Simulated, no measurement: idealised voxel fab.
Module name: voxel transistor to metal (process module)
The width of the displayed cross-section, cut, is 185 nm; its cells are square, with a size of 5 nm.
This document writes a cross-section as a grid whose cells are square, and gives it as bands, listed from the top down; one or more rows of cells form a band.
In this notation a band is specified by the heights of its top and bottom, in that order and in nm, after which its materials appear from left to right, each paired with its width in nm. The word "edge to edge" attached to a single material means that material fills the band from edge to edge; the word "air" stands for empty space.
Height datum 0, below which the as-received substrate wafer is one material. Lowest band open at the bottom, running downward: "0 -> down".
Per-row width for "30 to 40": begins at first number (top row of band), ends at second number (bottom row), increment between rows held constant.
"remained unchanged" -> step changed no cross-section cell.
Heads up: "Enclosed void inventory" only lists the empty pockets with no open path to the top that are 8 cells or more, and it writes them as width x height at distance, distance from the left edge, in nm.
That trailing text on a step's line, after the settings, is the simulator's own remark on the step.
A step line may carry the setting "overlay nm", which, for steps involving a mask, states the distance by which the mask lay to the right of its intended position; negative values denote displacement to the left.
Below is the list of planned process steps:
1,RECEIVE: material Si
2,CONFORMAL_DEP: material SiO2, thk nm 5
3,CONFORMAL_DEP: material SiN, thk nm 10
4,PATTERN: tone cover, mask id ACTIVE, material resist, width nm 115, thk nm 20, overlay nm 0
5,DIRECTIONAL_ETCH: etch materials SiN, depth nm 10
6,DIRECTIONAL_ETCH: etch materials SiO2, depth nm 5
7,DIRECTIONAL_ETCH: etch materials Si, depth nm 35
8,STRIP: etch materials resist
9,OXIDIZE: depth nm 5
10,FILL_DEP: material SiO2, thk nm 5
11,CMP: height nm 15
12,SELECTIVE_ETCH: etch materials SiO2, depth nm 10
13,STRIP: etch materials SiN
14,SELECTIVE_ETCH: etch materials SiO2, depth nm 5
15,OXIDIZE: depth nm 5
16,DIRECTIONAL_DEP: material polySi, thk nm 25
17,DIRECTIONAL_DEP: material SiCN, thk nm 15
18,MASKED_ETCH: tone cover, mask id GATE, width nm 25, etch materials SiCN, depth nm 25, overlay nm 0
19,MASKED_ETCH: tone cover, mask id GATE, width nm 25, etch materials polySi, depth nm 35, overlay nm 0
20,CONFORMAL_DEP: material SiO2, thk nm 5
21,DIRECTIONAL_ETCH: etch materials SiO2, depth nm 5
22,CONFORMAL_DEP: material SiN, thk nm 10
23,DIRECTIONAL_ETCH: etch materials SiN, depth nm 10
24,DIRECTIONAL_ETCH: etch materials SiO2, depth nm 5
25,EPI: material pSi, thk nm 5
26,FILL_DEP: material SiO2, thk nm 10
27,CMP: height nm 25
28,STRIP: etch materials polySi
29,SELECTIVE_ETCH: etch materials SiO2, depth nm 5
30,CONFORMAL_DEP: material HfO2, thk nm 5
31,CONFORMAL_DEP: material TiN, thk nm 5
32,FILL_DEP: material W, thk nm 10
33,CMP: height nm 20
34,DIRECTIONAL_DEP: material SiO2, thk nm 15
35,PATTERN: tone open, mask id CONTACT, material resist, width nm 15, pitch nm 80, thk nm 20, overlay nm 0
36,DIRECTIONAL_ETCH: etch materials SiO2, depth nm 35
37,STRIP: etch materials resist
38,CONFORMAL_DEP: material TiN, thk nm 5
39,FILL_DEP: material Ru, thk nm 5
40,CMP: height nm 35
41,CONFORMAL_DEP: material SiN, thk nm 5
42,DIRECTIONAL_DEP: material lowk, thk nm 20
43,MASKED_ETCH: tone open, mask id METAL_1, width nm 15, pitch nm 80, etch materials lowk, depth nm 20, overlay nm 0
44,MASKED_ETCH: tone open, mask id METAL_1, width nm 15, pitch nm 80, etch materials SiN, depth nm 5, overlay nm 0
45,CONFORMAL_DEP: material TiN, thk nm 5
46,FILL_DEP: material Cu, thk nm 10
47,CMP: height nm 60
48,CONFORMAL_DEP: material SiN, thk nm 5
Incoming wafer in cross-section (state: after step 1):
    0 -> down  Si edge to edge
    Enclosed void inventory: none
One mistake in running the module, otherwise start and plan as above: cross-section at the end:
    65 -> 60  SiN edge to edge
    60 -> 40  lowk: 45 / TiN: 5 / Cu: 5 / TiN: 5 / lowk: 65 / TiN: 5 / Cu: 5 / TiN: 5 / lowk: 45
    40 -> 35  SiN: 45 / TiN: 15 / SiN: 65 / TiN: 15 / SiN: 45
    35 -> 20  SiO2: 45 / TiN: 5 / Ru: 5 / TiN: 5 / SiO2: 65 / TiN: 5 / Ru: 5 / TiN: 5 / SiO2: 45
    20 -> 5  SiO2: 45 / TiN: 5 / Ru: 5 / TiN: 5 / SiO2: 10 / SiN: 5 / HfO2: 5 / TiN: 5 / W: 15 / TiN: 5 / HfO2: 5 / SiN: 5 / SiO2: 10 / TiN: 5 / Ru: 5 / TiN: 5 / SiO2: 45
    5 -> 0  SiO2: 45 / TiN: 15 / SiO2: 10 / SiN: 5 / HfO2: 5 / TiN: 25 / HfO2: 5 / SiN: 5 / SiO2: 10 / TiN: 15 / SiO2: 45
    0 -> -5  SiO2: 35 / pSi: 35 / SiO2: 5 / HfO2: 35 / SiO2: 5 / pSi: 35 / SiO2: 35
    -5 -> -40  SiO2: 40 / Si: 105 / SiO2: 40
    -40 -> down  Si edge to edge
    Enclosed void inventory: none
Short version of what went wrong: step 22, actual vs plan mismatch, actual run CONFORMAL_DEP: material SiN, thk nm 5
